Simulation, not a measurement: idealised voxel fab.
The name of this process module is voxel capacitor over wiring.
Cross-section cut spans 155 nm and uses square cells 5 nm in size.
Cross-section = grid of square cells, listed top down in bands; band = one or more rows.
Within each band entry, the heights of the top and of the bottom of the band appear first, in that order and in nm; the materials of the band then follow from left to right, each with its corresponding width in nm. The designation "all across" on a single material indicates that it fills the band from edge to edge; the designation "empty" indicates empty space.
Measure heights from 0. That's the level where, below it, the as-received wafer is all one material. The lowest band is bottomless and extends downward; write it as in "0 -> down".
Width spec "30 to 40" -> top row of cells at first value, bottom row at second value, equal per-row change in between.
Step marked "left unchanged"? Then no cell in the cross-section changed in it.
Empty spaces counting at least 8 cells and having no open way to the top are listed in "Sealed-off cavities". The notation width x height at distance is used for each, the distance being from the left edge and all three values in nm.
If you see something after the settings on a step's line, that's the simulator's own remark about that step.
On any step carrying a mask, the "overlay nm" setting, if present on the step's line, tells how far right of its planned place the mask lay; negative values point to the left.
plan:
1 RECEIVE (material Si)
2 CONFORMAL_DEP (material SiO2; thk nm 15)
3 CONFORMAL_DEP (material SiN; thk nm 5)
4 DIRECTIONAL_DEP (material SiO2; thk nm 15)
5 PATTERN (tone open; mask id METAL_1; material resist; width nm 30; pitch nm 85; thk nm 20; overlay nm 0)
6 DIRECTIONAL_ETCH (etch materials SiO2; depth nm 15)
7 DIRECTIONAL_ETCH (etch materials SiN; depth nm 5)
8 STRIP (etch materials resist)
9 CONFORMAL_DEP (material TiN; thk nm 5)
10 FILL_DEP (material W; thk nm 10)
11 CMP (height nm 35)
12 CONFORMAL_DEP (material SiCN; thk nm 5)
13 DIRECTIONAL_DEP (material SiO2; thk nm 10)
14 DIRECTIONAL_DEP (material aC; thk nm 15)
15 PATTERN (tone open; mask id PLUG_1; material resist; width nm 15; thk nm 30; overlay nm 0)
16 DIRECTIONAL_ETCH (etch materials aC; depth nm 15)
17 STRIP (etch materials resist)
18 DIRECTIONAL_ETCH (etch materials SiO2; depth nm 10)
19 DIRECTIONAL_ETCH (etch materials SiCN; depth nm 5)
20 STRIP (etch materials aC)
21 EPI (material Ru; thk nm 10)
22 EPI (material Ru; thk nm 5)
23 DIRECTIONAL_DEP (material TiN; thk nm 10)
24 DIRECTIONAL_DEP (material Al2O3; thk nm 5)
25 DIRECTIONAL_DEP (material TiN; thk nm 5)
26 MASKED_ETCH (tone cover; mask id UPPER_PLATE; width nm 60; etch materials TiN; depth nm 5; overlay nm 0)
27 MASKED_ETCH (tone cover; mask id UPPER_PLATE; width nm 60; etch materials Al2O3; depth nm 5; overlay nm 0)
28 PATTERN (tone cover; mask id LOWER_PLATE; material resist; width nm 70; thk nm 20; overlay nm 0)
29 DIRECTIONAL_ETCH (etch materials TiN; depth nm 10)
30 STRIP (etch materials resist)
31 FILL_DEP (material SiO2; thk nm 20)
32 CMP (height nm 85)
33 PATTERN (tone open; mask id PLUG_2; material resist; width nm 15; thk nm 15; overlay nm 0)
34 DIRECTIONAL_ETCH (etch materials SiO2; depth nm 15)
35 STRIP (etch materials resist)
36 CONFORMAL_DEP (material TiN; thk nm 5)
37 FILL_DEP (material Ru; thk nm 5)
38 CMP (height nm 85)
39 CONFORMAL_DEP (material SiCN; thk nm 5)
First wafer out of two, processed as planned:
This is the cross-section of the wafer as we received it, i.e. after step 1:
> 0 -> down = Si all across
> Sealed-off cavities: none
So this is the wafer cross-section right after step 2:
> 15 -> 0 = SiO2 all across
> Note: structure below 0 unchanged.
So this is the wafer cross-section right after step 3:
> 20 -> 15 = SiN all across
> Note: structure below 15 unchanged.
So this is the wafer cross-section right after step 4:
> 35 -> 20 = SiO2 all across
> Note: structure below 20 unchanged.
So this is the wafer cross-section right after step 5:
> 55 -> 35 = 20 nm resist | 30 nm empty | 55 nm resist | 30 nm empty | 20 nm resist
> Note: structure below 35 unchanged.
So this is the wafer cross-section right after step 6:
> 55 -> 35 = 20 nm resist | 30 nm empty | 55 nm resist | 30 nm empty | 20 nm resist
> 35 -> 20 = 20 nm SiO2 | 30 nm empty | 55 nm SiO2 | 30 nm empty | 20 nm SiO2
> Note: structure below 20 unchanged.
So this is the wafer cross-section right after step 7:
> 55 -> 35 = 20 nm resist | 30 nm empty | 55 nm resist | 30 nm empty | 20 nm resist
> 35 -> 20 = 20 nm SiO2 | 30 nm empty | 55 nm SiO2 | 30 nm empty | 20 nm SiO2
> 20 -> 15 = 20 nm SiN | 30 nm empty | 55 nm SiN | 30 nm empty | 20 nm SiN
> Note: structure below 15 unchanged.
So this is the wafer cross-section right after step 8:
> 35 -> 20 = 20 nm SiO2 | 30 nm empty | 55 nm SiO2 | 30 nm empty | 20 nm SiO2
> Note: structure below 20 unchanged.
So this is the wafer cross-section right after step 9:
> 40 -> 35 = 25 nm TiN | 20 nm empty | 65 nm TiN | 20 nm empty | 25 nm TiN
> 35 -> 20 = 20 nm SiO2 | 5 nm TiN | 20 nm empty | 5 nm TiN | 55 nm SiO2 | 5 nm TiN | 20 nm empty | 5 nm TiN | 20 nm SiO2
> 20 -> 15 = 20 nm SiN | 30 nm TiN | 55 nm SiN | 30 nm TiN | 20 nm SiN
> Note: structure below 15 unchanged.
So this is the wafer cross-section right after step 10:
> 50 -> 40 = W all across
> 40 -> 35 = 25 nm TiN | 20 nm W | 65 nm TiN | 20 nm W | 25 nm TiN
> 35 -> 20 = 20 nm SiO2 | 5 nm TiN | 20 nm W | 5 nm TiN | 55 nm SiO2 | 5 nm TiN | 20 nm W | 5 nm TiN | 20 nm SiO2
> Note: structure below 20 unchanged.
So this is the wafer cross-section right after step 11:
> 35 -> 20 = 20 nm SiO2 | 5 nm TiN | 20 nm W | 5 nm TiN | 55 nm SiO2 | 5 nm TiN | 20 nm W | 5 nm TiN | 20 nm SiO2
> Note: structure below 20 unchanged.
So this is the wafer cross-section right after step 12:
> 40 -> 35 = SiCN all across
> Note: structure below 35 unchanged.
So this is the wafer cross-section right after step 13:
> 50 -> 40 = SiO2 all across
> Note: structure below 40 unchanged.
So this is the wafer cross-section right after step 14:
> 65 -> 50 = aC all across
> Note: structure below 50 unchanged.
So this is the wafer cross-section right after step 15:
> 95 -> 65 = 35 nm resist | 15 nm empty | 105 nm resist
> Note: structure below 65 unchanged.
So this is the wafer cross-section right after step 16:
> 80 -> 65 = 35 nm resist | 15 nm empty | 105 nm resist
> 65 -> 50 = 35 nm aC | 15 nm empty | 105 nm aC
> Note: structure below 50 unchanged.
So this is the wafer cross-section right after step 17:
> 65 -> 50 = 35 nm aC | 15 nm empty | 105 nm aC
> Note: structure below 50 unchanged.
So this is the wafer cross-section right after step 18:
> 65 -> 50 = 35 nm aC | 15 nm empty | 105 nm aC
> 50 -> 40 = 35 nm SiO2 | 15 nm empty | 105 nm SiO2
> Note: structure below 40 unchanged.
So this is the wafer cross-section right after step 19:
> 65 -> 50 = 35 nm aC | 15 nm empty | 105 nm aC
> 50 -> 40 = 35 nm SiO2 | 15 nm empty | 105 nm SiO2
> 40 -> 35 = 35 nm SiCN | 15 nm empty | 105 nm SiCN
> Note: structure below 35 unchanged.
So this is the wafer cross-section right after step 20:
> 50 -> 40 = 35 nm SiO2 | 15 nm empty | 105 nm SiO2
> Note: structure below 40 unchanged.
So this is the wafer cross-section right after step 21:
> 50 -> 45 = 35 nm SiO2 | 15 nm empty | 105 nm SiO2
> 45 -> 40 = 35 nm SiO2 | 15 nm Ru | 105 nm SiO2
> 40 -> 35 = 35 nm SiCN | 15 nm Ru | 105 nm SiCN
> Note: structure below 35 unchanged.
So this is the wafer cross-section right after step 22:
> 50 -> 40 = 35 nm SiO2 | 15 nm Ru | 105 nm SiO2
> Note: structure below 40 unchanged.
So this is the wafer cross-section right after step 23:
> 60 -> 50 = TiN all across
> Note: structure below 50 unchanged.
So this is the wafer cross-section right after step 24:
> 65 -> 60 = Al2O3 all across
> Note: structure below 60 unchanged.
So this is the wafer cross-section right after step 25:
> 70 -> 65 = TiN all across
> Note: structure below 65 unchanged.
So this is the wafer cross-section right after step 26:
> 70 -> 65 = 35 nm empty | 60 nm TiN | 60 nm empty
> Note: structure below 65 unchanged.
So this is the wafer cross-section right after step 27:
> 70 -> 65 = 35 nm empty | 60 nm TiN | 60 nm empty
> 65 -> 60 = 35 nm empty | 60 nm Al2O3 | 60 nm empty
> Note: structure below 60 unchanged.
So this is the wafer cross-section right after step 28:
> 90 -> 70 = 30 nm empty | 70 nm resist | 55 nm empty
> 70 -> 65 = 30 nm empty | 5 nm resist | 60 nm TiN | 5 nm resist | 55 nm empty
> 65 -> 60 = 30 nm empty | 5 nm resist | 60 nm Al2O3 | 5 nm resist | 55 nm empty
> Note: structure below 60 unchanged.
So this is the wafer cross-section right after step 29:
> 90 -> 70 = 30 nm empty | 70 nm resist | 55 nm empty
> 70 -> 65 = 30 nm empty | 5 nm resist | 60 nm TiN | 5 nm resist | 55 nm empty
> 65 -> 60 = 30 nm empty | 5 nm resist | 60 nm Al2O3 | 5 nm resist | 55 nm empty
> 60 -> 50 = 30 nm empty | 70 nm TiN | 55 nm empty
> Note: structure below 50 unchanged.
So this is the wafer cross-section right after step 30:
> 70 -> 65 = 35 nm empty | 60 nm TiN | 60 nm empty
> 65 -> 60 = 35 nm empty | 60 nm Al2O3 | 60 nm empty
> Note: structure below 60 unchanged.
So this is the wafer cross-section right after step 31:
> 90 -> 70 = SiO2 all across
> 70 -> 65 = 35 nm SiO2 | 60 nm TiN | 60 nm SiO2
> 65 -> 60 = 35 nm SiO2 | 60 nm Al2O3 | 60 nm SiO2
> 60 -> 50 = 30 nm SiO2 | 70 nm TiN | 55 nm SiO2
> Note: structure below 50 unchanged.
So this is the wafer cross-section right after step 32:
> 85 -> 70 = SiO2 all across
> Note: structure below 70 unchanged.
So this is the wafer cross-section right after step 33:
> 100 -> 85 = 45 nm resist | 15 nm empty | 95 nm resist
> Note: structure below 85 unchanged.
So this is the wafer cross-section right after step 34:
> 100 -> 85 = 45 nm resist | 15 nm empty | 95 nm resist
> 85 -> 70 = 45 nm SiO2 | 15 nm empty | 95 nm SiO2
> Note: structure below 70 unchanged.
So this is the wafer cross-section right after step 35:
> 85 -> 70 = 45 nm SiO2 | 15 nm empty | 95 nm SiO2
> Note: structure below 70 unchanged.
So this is the wafer cross-section right after step 36:
> 90 -> 85 = 50 nm TiN | 5 nm empty | 100 nm TiN
> 85 -> 75 = 45 nm SiO2 | 5 nm TiN | 5 nm empty | 5 nm TiN | 95 nm SiO2
> 75 -> 65 = 45 to 35 nm SiO2 | 15 to 60 nm TiN | 95 to 60 nm SiO2
> Note: structure below 65 unchanged.
So this is the wafer cross-section right after step 37:
> 95 -> 90 = Ru all across
> 90 -> 85 = 50 nm TiN | 5 nm Ru | 100 nm TiN
> 85 -> 75 = 45 nm SiO2 | 5 nm TiN | 5 nm Ru | 5 nm TiN | 95 nm SiO2
> Note: structure below 75 unchanged.
So this is the wafer cross-section right after step 38:
> 85 -> 75 = 45 nm SiO2 | 5 nm TiN | 5 nm Ru | 5 nm TiN | 95 nm SiO2
> Note: structure below 75 unchanged.
So this is the wafer cross-section right after step 39:
> 90 -> 85 = SiCN all across
> Note: structure below 85 unchanged.
Second wafer: same start and same plan as the first, one execution error; identical to the first through step 32:
Cross-section of the second wafer at the time by which step 33 should have been completed according to the plan:
> 100 -> 85 = 50 nm resist | 15 nm empty | 90 nm resist
> Note: structure below 85 unchanged.
Cross-section of the second wafer at the time by which step 34 should have been completed according to the plan:
> 100 -> 85 = 50 nm resist | 15 nm empty | 90 nm resist
> 85 -> 70 = 50 nm SiO2 | 15 nm empty | 90 nm SiO2
> Note: structure below 70 unchanged.
Cross-section of the second wafer at the time by which step 35 should have been completed according to the plan:
> 85 -> 70 = 50 nm SiO2 | 15 nm empty | 90 nm SiO2
> Note: structure below 70 unchanged.
Cross-section of the second wafer at the time by which step 36 should have been completed according to the plan:
> 90 -> 85 = 55 nm TiN | 5 nm empty | 95 nm TiN
> 85 -> 75 = 50 nm SiO2 | 5 nm TiN | 5 nm empty | 5 nm TiN | 90 nm SiO2
> 75 -> 65 = 50 to 35 nm SiO2 | 15 to 60 nm TiN | 90 to 60 nm SiO2
> Note: structure below 65 unchanged.
Cross-section of the second wafer at the time by which step 37 should have been completed according to the plan:
> 95 -> 90 = Ru all across
> 90 -> 85 = 55 nm TiN | 5 nm Ru | 95 nm TiN
> 85 -> 75 = 50 nm SiO2 | 5 nm TiN | 5 nm Ru | 5 nm TiN | 90 nm SiO2
> Note: structure below 75 unchanged.
Cross-section of the second wafer at the time by which step 38 should have been completed according to the plan:
> 85 -> 75 = 50 nm SiO2 | 5 nm TiN | 5 nm Ru | 5 nm TiN | 90 nm SiO2
> Note: structure below 75 unchanged.
Cross-section of the second wafer at the time by which step 39 should have been completed according to the plan:
> 90 -> 85 = SiCN all across
> Note: structure below 85 unchanged.
Finding, execution versus plan: it should be noted that step 33 was executed with settings other than those planned, the operation and settings actually applied being PATTERN (tone open; mask id PLUG_2; material resist; width nm 15; thk nm 15; overlay nm 5)
Upon completion, the cell count for each material on the second wafer equals that on the first, whereas the spatial distribution of those cells differs.
